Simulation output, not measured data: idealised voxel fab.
The following is a process module called voxel lift off.
cross-section cut | 280 nm wide | cells 5 nm
How to read a cross-section here: the picture is a grid of square cells, written as bands going from the top down, and any band can span one or more rows of cells. It is stipulated that each band's entry specify, in nanometres, the height of the top of the band and then that of its bottom, followed by the materials of the band in left-to-right sequence, each together with its width in nanometres. A single material marked by the word "throughout" is understood to fill the band from edge to edge; the word "empty" is understood to denote empty space. Height datum 0, below which the as-received substrate wafer is one material. Lowest band open at the bottom, running downward: "0 -> down". Per-row width for "30->40": begins at first number (top row of band), ends at second number (bottom row), increment between rows held constant. Where a step carries "remained the same", the cross-section came out of it unchanged, cell for cell. What "Sealed voids" gives you is every empty space of 8 cells or more that is cut off from the top. Each appears as width x height at distance, with the distance taken from the left edge and width, height and distance all in nm. Heads up: the bit after the settings on a step's line is the simulator's remark on that step. overlay nm: step with mask; distance mask lay right of planned place; negative value = left of planned place.
THESE ARE THE STEPS WE PLANNED FOR THE PROCESS
1 RECEIVE: material Si
2 CONFORMAL_DEP: material SiO2, thk nm 10
3 PATTERN: tone open, mask id LINES, material resist, width nm 25, pitch nm 40, thk nm 20, overlay nm 0
4 DIRECTIONAL_DEP: material Ru, thk nm 5
5 STRIP: etch materials resist
6 CONFORMAL_DEP: material SiCN, thk nm 5
THE FIRST OF THE TWO WAFERS, WHICH RAN AS PLANNED
CROSS-SECTION OF THE INCOMING WAFER, STATE AFTER STEP 1
> 0 -> down = Si throughout
> Sealed voids: none
CROSS-SECTIONAL REPRESENTATION OF THE WAFER AT THE CONCLUSION OF STEP 2
> 10 -> 0 = SiO2 throughout
> All layers under 0 are left as they were.
CROSS-SECTIONAL REPRESENTATION OF THE WAFER AT THE CONCLUSION OF STEP 3
> 30 -> 10 = 105 of resist  25 of empty  15 of resist  25 of empty  110 of resist
> All layers under 10 are left as they were.
CROSS-SECTIONAL REPRESENTATION OF THE WAFER AT THE CONCLUSION OF STEP 4
> 35 -> 30 = 105 of Ru  25 of empty  15 of Ru  25 of empty  110 of Ru
> 30 -> 15 = 105 of resist  25 of empty  15 of resist  25 of empty  110 of resist
> 15 -> 10 = 105 of resist  25 of Ru  15 of resist  25 of Ru  110 of resist
> All layers under 10 are left as they were.
CROSS-SECTIONAL REPRESENTATION OF THE WAFER AT THE CONCLUSION OF STEP 5
> 15 -> 10 = 105 of empty  25 of Ru  15 of empty  25 of Ru  110 of empty
> All layers under 10 are left as they were.
CROSS-SECTIONAL REPRESENTATION OF THE WAFER AT THE CONCLUSION OF STEP 6
> 20 -> 15 = 100 of empty  35 of SiCN  5 of empty  35 of SiCN  105 of empty
> 15 -> 10 = 105 of SiCN  25 of Ru  15 of SiCN  25 of Ru  110 of SiCN
> All layers under 10 are left as they were.
HERE THE SECOND WAFER IS DESCRIBED. ITS START AND ITS PLAN WERE THOSE OF THE FIRST WAFER. ITS RUN CONTAINED ONE MISTAKE. UP TO AND INCLUDING STEP 3, IT DID EXACTLY WHAT THE FIRST WAFER DID
Second wafer shown in cross-section at the time step 4 was slated to end: remained the same
SECOND WAFER SHOWN IN CROSS-SECTION AT THE TIME STEP 5 WAS SLATED TO END
> 10 -> 0 = SiO2 throughout
> All layers under 0 are left as they were.
SECOND WAFER SHOWN IN CROSS-SECTION AT THE TIME STEP 6 WAS SLATED TO END
> 15 -> 10 = SiCN throughout
> All layers under 10 are left as they were.
Processing error: step 4 of the plan was excluded from execution and never run
End check, counted in cells, second wafer has more or fewer of these materials than the first: Ru: 10 fewer; SiCN: 4 fewer
